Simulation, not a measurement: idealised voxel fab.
Process module in this document: voxel spacer lines
250 nm wide, 5 nm square cells: that's cross-section cut.
Cross-section, as written here: a square-cell grid given band by band from the top down, where a band holds one or more rows of cells.
It is stipulated that each band's entry specify, in nanometres, the height of the top of the band and then that of its bottom, followed by the materials of the band in left-to-right sequence, each together with its width in nanometres. A single material marked by the word "edge to edge" is understood to fill the band from edge to edge; the word "blank" is understood to denote empty space.
All heights in this document are referenced to 0, defined as the level beneath which the wafer, as received, consists entirely of one material. The lowest band is not bounded below; it extends indefinitely downward and is written in the form "0 and below".
Per-row width for "30..40": begins at first number (top row of band), ends at second number (bottom row), increment between rows held constant.
The cross-section has no changed cell in any step marked "changes: none".
Closed-off voids of 8+ cells (no open route to the top) go in "Sealed cavities", written width x height at distance from the left edge, in nm.
On each step's line, the part that comes after the settings is the simulator's own comment on the step.
The line of a step may include "overlay nm". On a step with a mask, this value is how far to the right of its planned place the mask lay. A negative value means the mask lay to the left.
Intended process steps
- 1: RECEIVE: material Si
- 2: CONFORMAL_DEP: material Al2O3, thk nm 10
- 3: DIRECTIONAL_DEP: material W, thk nm 10
- 4: DIRECTIONAL_DEP: material aC, thk nm 25
- 5: PATTERN: tone cover, mask id MANDREL, material resist, width nm 15, pitch nm 60, thk nm 30, overlay nm 0
- 6: DIRECTIONAL_ETCH: etch materials aC, depth nm 25
- 7: STRIP: etch materials resist
- 8: CONFORMAL_DEP: material SiO2, thk nm 15
- 9: DIRECTIONAL_ETCH: etch materials SiO2, depth nm 15
- 10: STRIP: etch materials aC
- 11: DIRECTIONAL_ETCH: etch materials W, depth nm 10
- 12: STRIP: etch materials SiO2
- 13: FILL_DEP: material SiO2, thk nm 10
- 14: CMP: height nm 20
This is the cross-section of the wafer as we received it, i.e. after step 1
  0 and below | Si edge to edge
  Sealed cavities: none
Here's the wafer cut in cross-section after the module, started and planned just like above, except one thing was done wrong in the run
  20 down to 10 | 70 of SiO2; 15 of W; 15 of SiO2; 15 of W; 15 of SiO2; 15 of W; 15 of SiO2; 15 of W; 75 of SiO2
  10 down to 0 | W edge to edge
  0 and below | Si edge to edge
  Sealed cavities: none
Deviation noted in wafer processing: planned and actual differ for step 2; actual: CONFORMAL_DEP: material W, thk nm 10
